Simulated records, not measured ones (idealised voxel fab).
The document below concerns the process module designated voxel ribs on slabs.
Each square cell in cross-section cut measures 5 nm, and the section as a whole is 275 nm wide.
In this document a cross-section is written as a grid of square cells. It is given as a series of bands, listed from the top down, and a band is one or more rows of cells.
It is stipulated that each band's entry specify, in nanometres, the height of the top of the band and then that of its bottom, followed by the materials of the band in left-to-right sequence, each together with its width in nanometres. A single material marked by the word "throughout" is understood to fill the band from edge to edge; the word "empty" is understood to denote empty space.
The level at which height equals 0 is the one under which the wafer, as it arrives, is entirely one material. No lower edge exists for the bottom band, which continues downward and is notated as in "0 -> down".
The width entry "30 to 40" should be interpreted row by row: the top row of cells in the band takes the first number, the bottom row takes the second number, and the change between adjacent rows is uniform throughout.
"identical to before" -> step changed no cross-section cell.
For the entry "Trapped cavities", the listed items are empty spaces with no open way to the top whose size is 8 cells or more; each item follows the pattern width x height at distance, where distance is from the left edge and all three are in nm.
Whatever follows a step's settings on its line is a remark the simulator itself makes about that step.
The "overlay nm" setting may appear on a step's line; for a step that uses a mask, it gives how far to the right of its planned position the mask lay, and a negative value indicates the left.

Steps planned for the process
1) RECEIVE: material Si
2) DIRECTIONAL_DEP: material SiO2, thk nm 20
3) DIRECTIONAL_DEP: material SiN, thk nm 15
4) PATTERN: tone cover, mask id RIB, material resist, width nm 25, thk nm 20, overlay nm 0
5) DIRECTIONAL_ETCH: etch materials SiN, depth nm 10
6) STRIP: etch materials resist
7) DIRECTIONAL_DEP: material aC, thk nm 10
8) PATTERN: tone cover, mask id SLAB, material resist, width nm 75, thk nm 25, overlay nm -15
9) DIRECTIONAL_ETCH: etch materials aC, depth nm 10
10) STRIP: etch materials resist
11) DIRECTIONAL_ETCH: etch materials SiN, depth nm 5
12) STRIP: etch materials aC
13) FILL_DEP: material SiO2, thk nm 30
14) CMP: height nm 55
15) DIRECTIONAL_DEP: material TiN, thk nm 10
16) PATTERN: tone cover, mask id HEATER, material resist, width nm 35, thk nm 15, overlay nm 0
17) DIRECTIONAL_ETCH: etch materials TiN, depth nm 10
18) STRIP: etch materials resist
19) CONFORMAL_DEP: material SiN, thk nm 5
All wafers enter the flow in the same state. The overlay nm at step 8 differs from wafer to wafer, and the plan gives the value for the first wafer.

Cross-section, first of several wafers, as delivered after step 1
	0 -> down = Si throughout
	Trapped cavities: none

What follows is a table in which each wafer occupies a row; for the wafer as it stands at the close of the module, the row states, material by material, how many cells have been gained (+) or lost (-) since receipt, and then gives its closed voids
overlay nm -15; +84 SiN; +580 SiO2; +14 TiN; Trapped cavities: none
overlay nm -10; +84 SiN; +580 SiO2; +14 TiN; Trapped cavities: none
overlay nm -5; +84 SiN; +580 SiO2; +14 TiN; Trapped cavities: none
overlay nm 0; +84 SiN; +580 SiO2; +14 TiN; Trapped cavities: none
overlay nm 5; +84 SiN; +580 SiO2; +14 TiN; Trapped cavities: none
overlay nm 10; +84 SiN; +580 SiO2; +14 TiN; Trapped cavities: none
overlay nm 15; +84 SiN; +580 SiO2; +14 TiN; Trapped cavities: none
